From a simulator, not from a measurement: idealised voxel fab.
The following process module bears the name voxel air gaps.
Square cells of 5 nm make up the cross-section cut, whose width is 300 nm.
How to read a cross-section here: the picture is a grid of square cells, written as bands going from the top down, and any band can span one or more rows of cells.
For a band, the entry starts with two heights in nm, that of the top and then that of the bottom, and carries on with the band's materials in order from left to right, each alongside its width in nm; the word "throughout" beside a single material means it fills the band edge to edge, and "blank" means empty space.
Heights are reckoned from 0. Under this level, the received wafer is all of one material. The bottommost band is open-ended downward, for example "z 0 and below".
Width spec "30->40" -> top row of cells at first value, bottom row at second value, equal per-row change in between.
A step reported as "nothing changed" is a step in which no cell of the cross-section changed.
Entry "Enclosed empty spaces" = empty spaces >= 8 cells with no open way to the top; each as width x height at distance, distance from left edge, all nm.
Past the settings on a step's line: simulator remark, on that step.
The line of a step may include "overlay nm". On a step with a mask, this value is how far to the right of its planned place the mask lay. A negative value means the mask lay to the left.
Each pair of cross-sections that follows straddles one process step: the one shows the state before the step, the other the state after it, down to the lowest band that changed and no further. The step in question, and its settings, are given under the pair. Note that a pair is not necessarily a continuation of the pair above it, since pairs can come from different runs of this module on the same starting wafer; it is a continuation only where its entry headed "Before processing" says so.

**Before processing**
z 0 and below  Si throughout
Enclosed empty spaces: none

**Post-Step Section View**
z 15 to 0  SiO2 throughout
Under 0: no change, same as before.
Enclosed empty spaces: none
What step was run between the cross-section before it and the cross-section after it, both above? CONFORMAL_DEP, material SiO2, thk nm 15

Before processing: Please consult the pair immediately above; the cross-section it shows after its step is the state before this step.

**Post-Step Section View**
z 20 to 15  SiN throughout
Under 15: no change, same as before.
Enclosed empty spaces: none
What step was run between the cross-section before it and the cross-section after it, both above? CONFORMAL_DEP, material SiN, thk nm 5

Before processing: Please consult the pair immediately above; the cross-section it shows after its step is the state before this step.

**Post-Step Section View**
z 50 to 20  lowk throughout
Under 20: no change, same as before.
Enclosed empty spaces: none
What step was run between the cross-section before it and the cross-section after it, both above? DIRECTIONAL_DEP, material lowk, thk nm 30

Before processing: Please consult the pair immediately above; the cross-section it shows after its step is the state before this step.

**Post-Step Section View**
z 50 to 20  lowk: 80 / blank: 25 / lowk: 30 / blank: 25 / lowk: 30 / blank: 25 / lowk: 85
Under 20: no change, same as before.
Enclosed empty spaces: none
What step was run between the cross-section before it and the cross-section after it, both above? MASKED_ETCH, tone open, mask id LINES, width nm 25, pitch nm 55, etch materials lowk, depth nm 30, overlay nm 0

Before processing: Please consult the pair immediately above; the cross-section it shows after its step is the state before this step.

**Post-Step Section View**
z 55 to 50  TiN: 85 / blank: 15 / TiN: 40 / blank: 15 / TiN: 40 / blank: 15 / TiN: 90
z 50 to 25  lowk: 80 / TiN: 5 / blank: 15 / TiN: 5 / lowk: 30 / TiN: 5 / blank: 15 / TiN: 5 / lowk: 30 / TiN: 5 / blank: 15 / TiN: 5 / lowk: 85
z 25 to 20  lowk: 80 / TiN: 25 / lowk: 30 / TiN: 25 / lowk: 30 / TiN: 25 / lowk: 85
Under 20: no change, same as before.
Enclosed empty spaces: none
What step was run between the cross-section before it and the cross-section after it, both above? CONFORMAL_DEP, material TiN, thk nm 5

Before processing: Please consult the pair immediately above; the cross-section it shows after its step is the state before this step.

**Post-Step Section View**
z 60 to 55  Ru throughout
z 55 to 50  TiN: 85 / Ru: 15 / TiN: 40 / Ru: 15 / TiN: 40 / Ru: 15 / TiN: 90
z 50 to 25  lowk: 80 / TiN: 5 / Ru: 15 / TiN: 5 / lowk: 30 / TiN: 5 / Ru: 15 / TiN: 5 / lowk: 30 / TiN: 5 / Ru: 15 / TiN: 5 / lowk: 85
Under 25: no change, same as before.
Enclosed empty spaces: none
What step was run between the cross-section before it and the cross-section after it, both above? FILL_DEP, material Ru, thk nm 5

Before processing: Please consult the pair immediately above; the cross-section it shows after its step is the state before this step.

**Post-Step Section View**
z 50 to 25  lowk: 80 / TiN: 5 / Ru: 15 / TiN: 5 / lowk: 30 / TiN: 5 / Ru: 15 / TiN: 5 / lowk: 30 / TiN: 5 / Ru: 15 / TiN: 5 / lowk: 85
Under 25: no change, same as before.
Enclosed empty spaces: none
What step was run between the cross-section before it and the cross-section after it, both above? CMP, height nm 50

Before processing: Please consult the pair immediately above; the cross-section it shows after its step is the state before this step.

**Post-Step Section View**
z 60 to 50  blank: 70 / Ru: 45 / blank: 10 / Ru: 45 / blank: 10 / Ru: 45 / blank: 75
Under 50: no change, same as before.
Enclosed empty spaces: none
What step was run between the cross-section before it and the cross-section after it, both above? EPI, material Ru, thk nm 10

Before processing: Please consult the pair immediately above; the cross-section it shows after its step is the state before this step.

**Post-Step Section View**
z 60 to 50  blank: 70 / Ru: 45 / blank: 10 / Ru: 45 / blank: 10 / Ru: 45 / blank: 75
z 50 to 25  blank: 80 / TiN: 5 / Ru: 15 / TiN: 5 / blank: 30 / TiN: 5 / Ru: 15 / TiN: 5 / blank: 30 / TiN: 5 / Ru: 15 / TiN: 5 / blank: 85
z 25 to 20  blank: 80 / TiN: 25 / blank: 30 / TiN: 25 / blank: 30 / TiN: 25 / blank: 85
Under 20: no change, same as before.
Enclosed empty spaces: none
What step was run between the cross-section before it and the cross-section after it, both above? SELECTIVE_ETCH, etch materials lowk, depth nm 40

Before processing: Please consult the pair immediately above; the cross-section it shows after its step is the state before this step.

**Post-Step Section View**
z 65 to 60  blank: 65 / SiN: 165 / blank: 70
z 60 to 50  blank: 65 / SiN: 5 / Ru: 45 / SiN: 10 / Ru: 45 / SiN: 10 / Ru: 45 / SiN: 5 / blank: 70
z 50 to 45  blank: 65 / SiN: 15 / TiN: 5 / Ru: 15 / TiN: 5 / SiN: 30 / TiN: 5 / Ru: 15 / TiN: 5 / SiN: 30 / TiN: 5 / Ru: 15 / TiN: 5 / SiN: 15 / blank: 70
z 45 to 25  blank: 75 / SiN: 5 / TiN: 5 / Ru: 15 / TiN: 5 / SiN: 5 / blank: 20 / SiN: 5 / TiN: 5 / Ru: 15 / TiN: 5 / SiN: 5 / blank: 20 / SiN: 5 / TiN: 5 / Ru: 15 / TiN: 5 / SiN: 5 / blank: 80
z 25 to 20  SiN: 80 / TiN: 25 / SiN: 30 / TiN: 25 / SiN: 30 / TiN: 25 / SiN: 85
Under 20: no change, same as before.
Enclosed empty spaces: 20 x 20 at 110; 20 x 20 at 165
What step was run between the cross-section before it and the cross-section after it, both above? CONFORMAL_DEP, material SiN, thk nm 5

**Before processing**
z 15 to 0  SiO2 throughout
z 0 and below  Si throughout
Enclosed empty spaces: none

**Post-Step Section View**
z 45 to 15  lowk throughout
Under 15: no change, same as before.
Enclosed empty spaces: none
What step was run between the cross-section before it and the cross-section after it, both above? DIRECTIONAL_DEP, material lowk, thk nm 30

Before processing: Please consult the pair immediately above; the cross-section it shows after its step is the state before this step.

**Post-Step Section View**
z 45 to 15  lowk: 80 / blank: 25 / lowk: 30 / blank: 25 / lowk: 30 / blank: 25 / lowk: 85
Under 15: no change, same as before.
Enclosed empty spaces: none
What step was run between the cross-section before it and the cross-section after it, both above? MASKED_ETCH, tone open, mask id LINES, width nm 25, pitch nm 55, etch materials lowk, depth nm 30, overlay nm 0

Before processing: Please consult the pair immediately above; the cross-section it shows after its step is the state before this step.

**Post-Step Section View**
z 50 to 45  TiN: 85 / blank: 15 / TiN: 40 / blank: 15 / TiN: 40 / blank: 15 / TiN: 90
z 45 to 20  lowk: 80 / TiN: 5 / blank: 15 / TiN: 5 / lowk: 30 / TiN: 5 / blank: 15 / TiN: 5 / lowk: 30 / TiN: 5 / blank: 15 / TiN: 5 / lowk: 85
z 20 to 15  lowk: 80 / TiN: 25 / lowk: 30 / TiN: 25 / lowk: 30 / TiN: 25 / lowk: 85
Under 15: no change, same as before.
Enclosed empty spaces: none
What step was run between the cross-section before it and the cross-section after it, both above? CONFORMAL_DEP, material TiN, thk nm 5

Before processing: Please consult the pair immediately above; the cross-section it shows after its step is the state before this step.

**Post-Step Section View**
z 55 to 50  Ru throughout
z 50 to 45  TiN: 85 / Ru: 15 / TiN: 40 / Ru: 15 / TiN: 40 / Ru: 15 / TiN: 90
z 45 to 20  lowk: 80 / TiN: 5 / Ru: 15 / TiN: 5 / lowk: 30 / TiN: 5 / Ru: 15 / TiN: 5 / lowk: 30 / TiN: 5 / Ru: 15 / TiN: 5 / lowk: 85
Under 20: no change, same as before.
Enclosed empty spaces: none
What step was run between the cross-section before it and the cross-section after it, both above? FILL_DEP, material Ru, thk nm 5

Before processing: Please consult the pair immediately above; the cross-section it shows after its step is the state before this step.

**Post-Step Section View**
z 50 to 45  TiN: 85 / Ru: 15 / TiN: 40 / Ru: 15 / TiN: 40 / Ru: 15 / TiN: 90
Under 45: no change, same as before.
Enclosed empty spaces: none
What step was run between the cross-section before it and the cross-section after it, both above? CMP, height nm 50

Before processing: Please consult the pair immediately above; the cross-section it shows after its step is the state before this step.

**Post-Step Section View**
z 60 to 50  Ru throughout
Under 50: no change, same as before.
Enclosed empty spaces: none
What step was run between the cross-section before it and the cross-section after it, both above? EPI, material Ru, thk nm 10

Before processing: Please consult the pair immediately above; the cross-section it shows after its step is the state before this step.

**Post-Step Section View**
z 65 to 60  SiN throughout
Under 60: no change, same as before.
Enclosed empty spaces: none
What step was run between the cross-section before it and the cross-section after it, both above? CONFORMAL_DEP, material SiN, thk nm 5

**Before processing**
z 15 to 0  SiO2 throughout
z 0 and below  Si throughout
Enclosed empty spaces: none

**Post-Step Section View**
z 30 to 0  SiO2 throughout
Under 0: no change, same as before.
Enclosed empty spaces: none
What step was run between the cross-section before it and the cross-section after it, both above? CONFORMAL_DEP, material SiO2, thk nm 15

Before processing: Please consult the pair immediately above; the cross-section it shows after its step is the state before this step.

**Post-Step Section View**
z 35 to 30  SiN throughout
Under 30: no change, same as before.
Enclosed empty spaces: none
What step was run between the cross-section before it and the cross-section after it, both above? CONFORMAL_DEP, material SiN, thk nm 5

Before processing: Please consult the pair immediately above; the cross-section it shows after its step is the state before this step.

**Post-Step Section View**
z 65 to 35  lowk throughout
Under 35: no change, same as before.
Enclosed empty spaces: none
What step was run between the cross-section before it and the cross-section after it, both above? DIRECTIONAL_DEP, material lowk, thk nm 30

Before processing: Please consult the pair immediately above; the cross-section it shows after its step is the state before this step.

**Post-Step Section View**
z 65 to 35  lowk: 80 / blank: 25 / lowk: 30 / blank: 25 / lowk: 30 / blank: 25 / lowk: 85
Under 35: no change, same as before.
Enclosed empty spaces: none
What step was run between the cross-section before it and the cross-section after it, both above? MASKED_ETCH, tone open, mask id LINES, width nm 25, pitch nm 55, etch materials lowk, depth nm 30, overlay nm 0

Before processing: Please consult the pair immediately above; the cross-section it shows after its step is the state before this step.

**Post-Step Section View**
z 70 to 65  TiN: 85 / blank: 15 / TiN: 40 / blank: 15 / TiN: 40 / blank: 15 / TiN: 90
z 65 to 40  lowk: 80 / TiN: 5 / blank: 15 / TiN: 5 / lowk: 30 / TiN: 5 / blank: 15 / TiN: 5 / lowk: 30 / TiN: 5 / blank: 15 / TiN: 5 / lowk: 85
z 40 to 35  lowk: 80 / TiN: 25 / lowk: 30 / TiN: 25 / lowk: 30 / TiN: 25 / lowk: 85
Under 35: no change, same as before.
Enclosed empty spaces: none
What step was run between the cross-section before it and the cross-section after it, both above? CONFORMAL_DEP, material TiN, thk nm 5

Before processing: Please consult the pair immediately above; the cross-section it shows after its step is the state before this step.

**Post-Step Section View**
z 75 to 70  Ru throughout
z 70 to 65  TiN: 85 / Ru: 15 / TiN: 40 / Ru: 15 / TiN: 40 / Ru: 15 / TiN: 90
z 65 to 40  lowk: 80 / TiN: 5 / Ru: 15 / TiN: 5 / lowk: 30 / TiN: 5 / Ru: 15 / TiN: 5 / lowk: 30 / TiN: 5 / Ru: 15 / TiN: 5 / lowk: 85
Under 40: no change, same as before.
Enclosed empty spaces: none
What step was run between the cross-section before it and the cross-section after it, both above? FILL_DEP, material Ru, thk nm 5

Before processing: Please consult the pair immediately above; the cross-section it shows after its step is the state before this step.

**Post-Step Section View**
z 50 to 40  lowk: 80 / TiN: 5 / Ru: 15 / TiN: 5 / lowk: 30 / TiN: 5 / Ru: 15 / TiN: 5 / lowk: 30 / TiN: 5 / Ru: 15 / TiN: 5 / lowk: 85
Under 40: no change, same as before.
Enclosed empty spaces: none
What step was run between the cross-section before it and the cross-section after it, both above? CMP, height nm 50

Before processing: Please consult the pair immediately above; the cross-section it shows after its step is the state before this step.

**Post-Step Section View**
z 60 to 50  blank: 70 / Ru: 45 / blank: 10 / Ru: 45 / blank: 10 / Ru: 45 / blank: 75
Under 50: no change, same as before.
Enclosed empty spaces: none
What step was run between the cross-section before it and the cross-section after it, both above? EPI, material Ru, thk nm 10

Before processing: Please consult the pair immediately above; the cross-section it shows after its step is the state before this step.

**Post-Step Section View**
z 60 to 50  blank: 70 / Ru: 45 / blank: 10 / Ru: 45 / blank: 10 / Ru: 45 / blank: 75
z 50 to 40  blank: 80 / TiN: 5 / Ru: 15 / TiN: 5 / blank: 30 / TiN: 5 / Ru: 15 / TiN: 5 / blank: 30 / TiN: 5 / Ru: 15 / TiN: 5 / blank: 85
z 40 to 35  blank: 80 / TiN: 25 / blank: 30 / TiN: 25 / blank: 30 / TiN: 25 / blank: 85
Under 35: no change, same as before.
Enclosed empty spaces: none
What step was run between the cross-section before it and the cross-section after it, both above? SELECTIVE_ETCH, etch materials lowk, depth nm 40

Before processing: Please consult the pair immediately above; the cross-section it shows after its step is the state before this step.

**Post-Step Section View**
z 65 to 60  blank: 65 / SiN: 165 / blank: 70
z 60 to 50  blank: 65 / SiN: 5 / Ru: 45 / SiN: 10 / Ru: 45 / SiN: 10 / Ru: 45 / SiN: 5 / blank: 70
z 50 to 45  blank: 65 / SiN: 15 / TiN: 5 / Ru: 15 / TiN: 5 / SiN: 30 / TiN: 5 / Ru: 15 / TiN: 5 / SiN: 30 / TiN: 5 / Ru: 15 / TiN: 5 / SiN: 15 / blank: 70
z 45 to 40  blank: 75 / SiN: 5 / TiN: 5 / Ru: 15 / TiN: 5 / SiN: 5 / blank: 20 / SiN: 5 / TiN: 5 / Ru: 15 / TiN: 5 / SiN: 5 / blank: 20 / SiN: 5 / TiN: 5 / Ru: 15 / TiN: 5 / SiN: 5 / blank: 80
z 40 to 35  SiN: 80 / TiN: 25 / SiN: 30 / TiN: 25 / SiN: 30 / TiN: 25 / SiN: 85
Under 35: no change, same as before.
Enclosed empty spaces: none
What step was run between the cross-section before it and the cross-section after it, both above? CONFORMAL_DEP, material SiN, thk nm 5

**Before processing**
z 50 to 25  lowk: 80 / TiN: 5 / Ru: 15 / TiN: 5 / lowk: 30 / TiN: 5 / Ru: 15 / TiN: 5 / lowk: 30 / TiN: 5 / Ru: 15 / TiN: 5 / lowk: 85
z 25 to 20  lowk: 80 / TiN: 25 / lowk: 30 / TiN: 25 / lowk: 30 / TiN: 25 / lowk: 85
z 20 to 15  SiN throughout
z 15 to 0  SiO2 throughout
z 0 and below  Si throughout
Enclosed empty spaces: none

**Post-Step Section View**
z 50 to 25  blank: 80 / TiN: 5 / Ru: 15 / TiN: 5 / blank: 30 / TiN: 5 / Ru: 15 / TiN: 5 / blank: 30 / TiN: 5 / Ru: 15 / TiN: 5 / blank: 85
z 25 to 20  blank: 80 / TiN: 25 / blank: 30 / TiN: 25 / blank: 30 / TiN: 25 / blank: 85
Under 20: no change, same as before.
Enclosed empty spaces: none
What step was run between the cross-section before it and the cross-section after it, both above? SELECTIVE_ETCH, etch materials lowk, depth nm 40

Before processing: Please consult the pair immediately above; the cross-section it shows after its step is the state before this step.

**Post-Step Section View**
z 60 to 50  blank: 70 / Ru: 45 / blank: 10 / Ru: 45 / blank: 10 / Ru: 45 / blank: 75
z 50 to 25  blank: 70 / Ru: 10 / TiN: 5 / Ru: 15 / TiN: 5 / Ru: 10 / blank: 10 / Ru: 10 / TiN: 5 / Ru: 15 / TiN: 5 / Ru: 10 / blank: 10 / Ru: 10 / TiN: 5 / Ru: 15 / TiN: 5 / Ru: 10 / blank: 75
z 25 to 20  blank: 70 / Ru: 10 / TiN: 25 / Ru: 10 / blank: 10 / Ru: 10 / TiN: 25 / Ru: 10 / blank: 10 / Ru: 10 / TiN: 25 / Ru: 10 / blank: 75
Under 20: no change, same as before.
Enclosed empty spaces: none
What step was run between the cross-section before it and the cross-section after it, both above? EPI, material Ru, thk nm 10

Before processing: Please consult the pair immediately above; the cross-section it shows after its step is the state before this step.

**Post-Step Section View**
z 65 to 60  blank: 65 / SiN: 165 / blank: 70
z 60 to 50  blank: 65 / SiN: 5 / Ru: 45 / SiN: 10 / Ru: 45 / SiN: 10 / Ru: 45 / SiN: 5 / blank: 70
z 50 to 25  blank: 65 / SiN: 5 / Ru: 10 / TiN: 5 / Ru: 15 / TiN: 5 / Ru: 10 / SiN: 10 / Ru: 10 / TiN: 5 / Ru: 15 / TiN: 5 / Ru: 10 / SiN: 10 / Ru: 10 / TiN: 5 / Ru: 15 / TiN: 5 / Ru: 10 / SiN: 5 / blank: 70
z 25 to 20  SiN: 70 / Ru: 10 / TiN: 25 / Ru: 10 / SiN: 10 / Ru: 10 / TiN: 25 / Ru: 10 / SiN: 10 / Ru: 10 / TiN: 25 / Ru: 10 / SiN: 75
Under 20: no change, same as before.
Enclosed empty spaces: none
What step was run between the cross-section before it and the cross-section after it, both above? CONFORMAL_DEP, material SiN, thk nm 5

**Before processing**
z 60 to 55  Ru throughout
z 55 to 50  TiN: 85 / Ru: 15 / TiN: 40 / Ru: 15 / TiN: 40 / Ru: 15 / TiN: 90
z 50 to 25  lowk: 80 / TiN: 5 / Ru: 15 / TiN: 5 / lowk: 30 / TiN: 5 / Ru: 15 / TiN: 5 / lowk: 30 / TiN: 5 / Ru: 15 / TiN: 5 / lowk: 85
z 25 to 20  lowk: 80 / TiN: 25 / lowk: 30 / TiN: 25 / lowk: 30 / TiN: 25 / lowk: 85
z 20 to 15  SiN throughout
z 15 to 0  SiO2 throughout
z 0 and below  Si throughout
Enclosed empty spaces: none

**Post-Step Section View**
z 40 to 25  lowk: 80 / TiN: 5 / Ru: 15 / TiN: 5 / lowk: 30 / TiN: 5 / Ru: 15 / TiN: 5 / lowk: 30 / TiN: 5 / Ru: 15 / TiN: 5 / lowk: 85
Under 25: no change, same as before.
Enclosed empty spaces: none
What step was run between the cross-section before it and the cross-section after it, both above? CMP, height nm 40

Before processing: Please consult the pair immediately above; the cross-section it shows after its step is the state before this step.

**Post-Step Section View**
z 50 to 40  blank: 70 / Ru: 45 / blank: 10 / Ru: 45 / blank: 10 / Ru: 45 / blank: 75
Under 40: no change, same as before.
Enclosed empty spaces: none
What step was run between the cross-section before it and the cross-section after it, both above? EPI, material Ru, thk nm 10

Before processing: Please consult the pair immediately above; the cross-section it shows after its step is the state before this step.

**Post-Step Section View**
z 50 to 40  blank: 70 / Ru: 45 / blank: 10 / Ru: 45 / blank: 10 / Ru: 45 / blank: 75
z 40 to 25  blank: 80 / TiN: 5 / Ru: 15 / TiN: 5 / blank: 30 / TiN: 5 / Ru: 15 / TiN: 5 / blank: 30 / TiN: 5 / Ru: 15 / TiN: 5 / blank: 85
z 25 to 20  blank: 80 / TiN: 25 / blank: 30 / TiN: 25 / blank: 30 / TiN: 25 / blank: 85
Under 20: no change, same as before.
Enclosed empty spaces: none
What step was run between the cross-section before it and the cross-section after it, both above? SELECTIVE_ETCH, etch materials lowk, depth nm 40

Before processing: Please consult the pair immediately above; the cross-section it shows after its step is the state before this step.

**Post-Step Section View**
z 55 to 50  blank: 65 / SiN: 165 / blank: 70
z 50 to 40  blank: 65 / SiN: 5 / Ru: 45 / SiN: 10 / Ru: 45 / SiN: 10 / Ru: 45 / SiN: 5 / blank: 70
z 40 to 35  blank: 65 / SiN: 15 / TiN: 5 / Ru: 15 / TiN: 5 / SiN: 30 / TiN: 5 / Ru: 15 / TiN: 5 / SiN: 30 / TiN: 5 / Ru: 15 / TiN: 5 / SiN: 15 / blank: 70
z 35 to 25  blank: 75 / SiN: 5 / TiN: 5 / Ru: 15 / TiN: 5 / SiN: 5 / blank: 20 / SiN: 5 / TiN: 5 / Ru: 15 / TiN: 5 / SiN: 5 / blank: 20 / SiN: 5 / TiN: 5 / Ru: 15 / TiN: 5 / SiN: 5 / blank: 80
z 25 to 20  SiN: 80 / TiN: 25 / SiN: 30 / TiN: 25 / SiN: 30 / TiN: 25 / SiN: 85
Under 20: no change, same as before.
Enclosed empty spaces: 20 x 10 at 110; 20 x 10 at 165
What step was run between the cross-section before it and the cross-section after it, both above? CONFORMAL_DEP, material SiN, thk nm 5

**Before processing**
z 50 to 20  lowk throughout
z 20 to 15  SiN throughout
z 15 to 0  SiO2 throughout
z 0 and below  Si throughout
Enclosed empty spaces: none

**Post-Step Section View**
z 50 to 20  lowk: 85 / blank: 15 / lowk: 40 / blank: 15 / lowk: 40 / blank: 15 / lowk: 90
Under 20: no change, same as before.
Enclosed empty spaces: none
What step was run between the cross-section before it and the cross-section after it, both above? MASKED_ETCH, tone open, mask id LINES, width nm 15, pitch nm 55, etch materials lowk, depth nm 30, overlay nm 0

Before processing: Please consult the pair immediately above; the cross-section it shows after its step is the state before this step.

**Post-Step Section View**
z 55 to 50  TiN: 90 / blank: 5 / TiN: 50 / blank: 5 / TiN: 50 / blank: 5 / TiN: 95
z 50 to 25  lowk: 85 / TiN: 5 / blank: 5 / TiN: 5 / lowk: 40 / TiN: 5 / blank: 5 / TiN: 5 / lowk: 40 / TiN: 5 / blank: 5 / TiN: 5 / lowk: 90
z 25 to 20  lowk: 85 / TiN: 15 / lowk: 40 / TiN: 15 / lowk: 40 / TiN: 15 / lowk: 90
Under 20: no change, same as before.
Enclosed empty spaces: none
What step was run between the cross-section before it and the cross-section after it, both above? CONFORMAL_DEP, material TiN, thk nm 5

Before processing: Please consult the pair immediately above; the cross-section it shows after its step is the state before this step.

**Post-Step Section View**
z 60 to 55  Ru throughout
z 55 to 50  TiN: 90 / Ru: 5 / TiN: 50 / Ru: 5 / TiN: 50 / Ru: 5 / TiN: 95
z 50 to 25  lowk: 85 / TiN: 5 / Ru: 5 / TiN: 5 / lowk: 40 / TiN: 5 / Ru: 5 / TiN: 5 / lowk: 40 / TiN: 5 / Ru: 5 / TiN: 5 / lowk: 90
Under 25: no change, same as before.
Enclosed empty spaces: none
What step was run between the cross-section before it and the cross-section after it, both above? FILL_DEP, material Ru, thk nm 5

Before processing: Please consult the pair immediately above; the cross-section it shows after its step is the state before this step.

**Post-Step Section View**
z 50 to 25  lowk: 85 / TiN: 5 / Ru: 5 / TiN: 5 / lowk: 40 / TiN: 5 / Ru: 5 / TiN: 5 / lowk: 40 / TiN: 5 / Ru: 5 / TiN: 5 / lowk: 90
Under 25: no change, same as before.
Enclosed empty spaces: none
What step was run between the cross-section before it and the cross-section after it, both above? CMP, height nm 50

Before processing: Please consult the pair immediately above; the cross-section it shows after its step is the state before this step.

**Post-Step Section View**
z 60 to 50  blank: 75 / Ru: 35 / blank: 20 / Ru: 35 / blank: 20 / Ru: 35 / blank: 80
Under 50: no change, same as before.
Enclosed empty spaces: none
What step was run between the cross-section before it and the cross-section after it, both above? EPI, material Ru, thk nm 10

Before processing: Please consult the pair immediately above; the cross-section it shows after its step is the state before this step.

**Post-Step Section View**
z 60 to 50  blank: 75 / Ru: 35 / blank: 20 / Ru: 35 / blank: 20 / Ru: 35 / blank: 80
z 50 to 25  blank: 85 / TiN: 5 / Ru: 5 / TiN: 5 / blank: 40 / TiN: 5 / Ru: 5 / TiN: 5 / blank: 40 / TiN: 5 / Ru: 5 / TiN: 5 / blank: 90
z 25 to 20  blank: 85 / TiN: 15 / blank: 40 / TiN: 15 / blank: 40 / TiN: 15 / blank: 90
Under 20: no change, same as before.
Enclosed empty spaces: none
What step was run between the cross-section before it and the cross-section after it, both above? SELECTIVE_ETCH, etch materials lowk, depth nm 40

Before processing: Please consult the pair immediately above; the cross-section it shows after its step is the state before this step.

**Post-Step Section View**
z 65 to 60  blank: 70 / SiN: 45 / blank: 10 / SiN: 45 / blank: 10 / SiN: 45 / blank: 75
z 60 to 50  blank: 70 / SiN: 5 / Ru: 35 / SiN: 5 / blank: 10 / SiN: 5 / Ru: 35 / SiN: 5 / blank: 10 / SiN: 5 / Ru: 35 / SiN: 5 / blank: 75
z 50 to 45  blank: 70 / SiN: 15 / TiN: 5 / Ru: 5 / TiN: 5 / SiN: 15 / blank: 10 / SiN: 15 / TiN: 5 / Ru: 5 / TiN: 5 / SiN: 15 / blank: 10 / SiN: 15 / TiN: 5 / Ru: 5 / TiN: 5 / SiN: 15 / blank: 75
z 45 to 25  blank: 80 / SiN: 5 / TiN: 5 / Ru: 5 / TiN: 5 / SiN: 5 / blank: 30 / SiN: 5 / TiN: 5 / Ru: 5 / TiN: 5 / SiN: 5 / blank: 30 / SiN: 5 / TiN: 5 / Ru: 5 / TiN: 5 / SiN: 5 / blank: 85
z 25 to 20  SiN: 85 / TiN: 15 / SiN: 40 / TiN: 15 / SiN: 40 / TiN: 15 / SiN: 90
Under 20: no change, same as before.
Enclosed empty spaces: none
What step was run between the cross-section before it and the cross-section after it, both above? CONFORMAL_DEP, material SiN, thk nm 5

**Before processing**
z 50 to 20  lowk throughout
z 20 to 15  SiN throughout
z 15 to 0  SiO2 throughout
z 0 and below  Si throughout
Enclosed empty spaces: none

**Post-Step Section View**
z 50 to 20  lowk: 85 / blank: 25 / lowk: 30 / blank: 25 / lowk: 30 / blank: 25 / lowk: 80
Under 20: no change, same as before.
Enclosed empty spaces: none
What step was run between the cross-section before it and the cross-section after it, both above? MASKED_ETCH, tone open, mask id LINES, width nm 25, pitch nm 55, etch materials lowk, depth nm 30, overlay nm 5

Before processing: Please consult the pair immediately above; the cross-section it shows after its step is the state before this step.

**Post-Step Section View**
z 55 to 50  TiN: 90 / blank: 15 / TiN: 40 / blank: 15 / TiN: 40 / blank: 15 / TiN: 85
z 50 to 25  lowk: 85 / TiN: 5 / blank: 15 / TiN: 5 / lowk: 30 / TiN: 5 / blank: 15 / TiN: 5 / lowk: 30 / TiN: 5 / blank: 15 / TiN: 5 / lowk: 80
z 25 to 20  lowk: 85 / TiN: 25 / lowk: 30 / TiN: 25 / lowk: 30 / TiN: 25 / lowk: 80
Under 20: no change, same as before.
Enclosed empty spaces: none
What step was run between the cross-section before it and the cross-section after it, both above? CONFORMAL_DEP, material TiN, thk nm 5

Before processing: Please consult the pair immediately above; the cross-section it shows after its step is the state before this step.

**Post-Step Section View**
z 60 to 55  Ru throughout
z 55 to 50  TiN: 90 / Ru: 15 / TiN: 40 / Ru: 15 / TiN: 40 / Ru: 15 / TiN: 85
z 50 to 25  lowk: 85 / TiN: 5 / Ru: 15 / TiN: 5 / lowk: 30 / TiN: 5 / Ru: 15 / TiN: 5 / lowk: 30 / TiN: 5 / Ru: 15 / TiN: 5 / lowk: 80
Under 25: no change, same as before.
Enclosed empty spaces: none
What step was run between the cross-section before it and the cross-section after it, both above? FILL_DEP, material Ru, thk nm 5

Before processing: Please consult the pair immediately above; the cross-section it shows after its step is the state before this step.

**Post-Step Section View**
z 50 to 25  lowk: 85 / TiN: 5 / Ru: 15 / TiN: 5 / lowk: 30 / TiN: 5 / Ru: 15 / TiN: 5 / lowk: 30 / TiN: 5 / Ru: 15 / TiN: 5 / lowk: 80
Under 25: no change, same as before.
Enclosed empty spaces: none
What step was run between the cross-section before it and the cross-section after it, both above? CMP, height nm 50

Before processing: Please consult the pair immediately above; the cross-section it shows after its step is the state before this step.

**Post-Step Section View**
z 60 to 50  blank: 75 / Ru: 45 / blank: 10 / Ru: 45 / blank: 10 / Ru: 45 / blank: 70
Under 50: no change, same as before.
Enclosed empty spaces: none
What step was run between the cross-section before it and the cross-section after it, both above? EPI, material Ru, thk nm 10

Before processing: Please consult the pair immediately above; the cross-section it shows after its step is the state before this step.

**Post-Step Section View**
z 60 to 50  blank: 75 / Ru: 45 / blank: 10 / Ru: 45 / blank: 10 / Ru: 45 / blank: 70
z 50 to 25  blank: 85 / TiN: 5 / Ru: 15 / TiN: 5 / blank: 30 / TiN: 5 / Ru: 15 / TiN: 5 / blank: 30 / TiN: 5 / Ru: 15 / TiN: 5 / blank: 80
z 25 to 20  blank: 85 / TiN: 25 / blank: 30 / TiN: 25 / blank: 30 / TiN: 25 / blank: 80
Under 20: no change, same as before.
Enclosed empty spaces: none
What step was run between the cross-section before it and the cross-section after it, both above? SELECTIVE_ETCH, etch materials lowk, depth nm 40

Before processing: Please consult the pair immediately above; the cross-section it shows after its step is the state before this step.

**Post-Step Section View**
z 65 to 60  blank: 70 / SiN: 165 / blank: 65
z 60 to 50  blank: 70 / SiN: 5 / Ru: 45 / SiN: 10 / Ru: 45 / SiN: 10 / Ru: 45 / SiN: 5 / blank: 65
z 50 to 45  blank: 70 / SiN: 15 / TiN: 5 / Ru: 15 / TiN: 5 / SiN: 30 / TiN: 5 / Ru: 15 / TiN: 5 / SiN: 30 / TiN: 5 / Ru: 15 / TiN: 5 / SiN: 15 / blank: 65
z 45 to 25  blank: 80 / SiN: 5 / TiN: 5 / Ru: 15 / TiN: 5 / SiN: 5 / blank: 20 / SiN: 5 / TiN: 5 / Ru: 15 / TiN: 5 / SiN: 5 / blank: 20 / SiN: 5 / TiN: 5 / Ru: 15 / TiN: 5 / SiN: 5 / blank: 75
z 25 to 20  SiN: 85 / TiN: 25 / SiN: 30 / TiN: 25 / SiN: 30 / TiN: 25 / SiN: 80
Under 20: no change, same as before.
Enclosed empty spaces: 20 x 20 at 115; 20 x 20 at 170
What step was run between the cross-section before it and the cross-section after it, both above? CONFORMAL_DEP, material SiN, thk nm 5
